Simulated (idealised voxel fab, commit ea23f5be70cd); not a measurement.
Process module in this document: voxel released beams
Section cut is 225 nm wide and gridded with 5 nm square cells.
When this document writes out a cross-section, it uses a grid of square cells and lists it as bands, beginning at the top and moving down, with a band standing for one or more rows of cells.
The band entry comprises the height of the band's top followed by the height of its bottom, expressed in nm, and subsequently the band's materials from left to right, each stated together with its width in nm. Where a single material is marked with the word "all across", that material fills the band from edge to edge. The word "empty" represents empty space.
For the purposes of this specification, 0 denotes the height below which the wafer in its as-received condition is composed wholly of one material, and the lowermost band, lacking a lower limit, extends downward without end, as expressed in "0 -> down".
Read "30->40" as a graded width: first number on top, second number at the bottom, same change between each pair of neighbouring rows.
"no change" after a step means that no cell of the cross-section changed.
"Enclosed void listing" specifies each empty space that is not open to the top and that occupies no fewer than 8 cells, using the form width x height at distance, the distance measured from the left edge and all three quantities in nm.
On a step's line, text after the settings is the simulator commenting on that step.
"overlay nm" on a masked step: distance the mask lay right of its planned place, negative for left.

List of planned process steps
1) RECEIVE,material Si
2) CONFORMAL_DEP,material Al2O3,thk nm 10
3) DIRECTIONAL_DEP,material SiO2,thk nm 20
4) DIRECTIONAL_DEP,material aC,thk nm 15
5) PATTERN,tone open,mask id ANCHOR,material resist,width nm 45,thk nm 35,overlay nm 0
6) DIRECTIONAL_ETCH,etch materials aC,depth nm 15
7) STRIP,etch materials resist
8) DIRECTIONAL_ETCH,etch materials SiO2,depth nm 20
9) STRIP,etch materials aC
10) CONFORMAL_DEP,material polySi,thk nm 15
11) PATTERN,tone cover,mask id BEAM,material resist,width nm 120,thk nm 20,overlay nm 0
12) DIRECTIONAL_ETCH,etch materials polySi,depth nm 15
13) STRIP,etch materials resist
14) STRIP,etch materials SiO2

Wafer at receipt (post step 1), cross-section
	0 -> down  Si all across
	Enclosed void listing: none

Here's the cross-section of the first of our two wafers at the end of the module - it ran as planned
	45 -> 30  50 of empty; 20 of polySi; 15 of empty; 85 of polySi; 55 of empty
	30 -> 25  55 of empty; 15 of polySi; 15 of empty; 15 of polySi; 125 of empty
	25 -> 10  55 of empty; 45 of polySi; 125 of empty
	10 -> 0  Al2O3 all across
	0 -> down  Si all across
	Enclosed void listing: none

The second wafer, shown in cross-section after the module: started the same way as the first and given the same plan, yet one mistake crept into how it was run
	45 -> 30  50 of empty; 25 of polySi; 5 of empty; 90 of polySi; 55 of empty
	30 -> 25  60 of empty; 15 of polySi; 5 of empty; 15 of polySi; 130 of empty
	25 -> 10  60 of empty; 35 of polySi; 130 of empty
	10 -> 0  Al2O3 all across
	0 -> down  Si all across
	Enclosed void listing: none
Want to know what went wrong? step 5 changed vs plan, executed as PATTERN,tone open,mask id ANCHOR,material resist,width nm 35,thk nm 35,overlay nm 0
At the close, every material occupies the same number of cells on the second wafer as on the first, only in different positions.
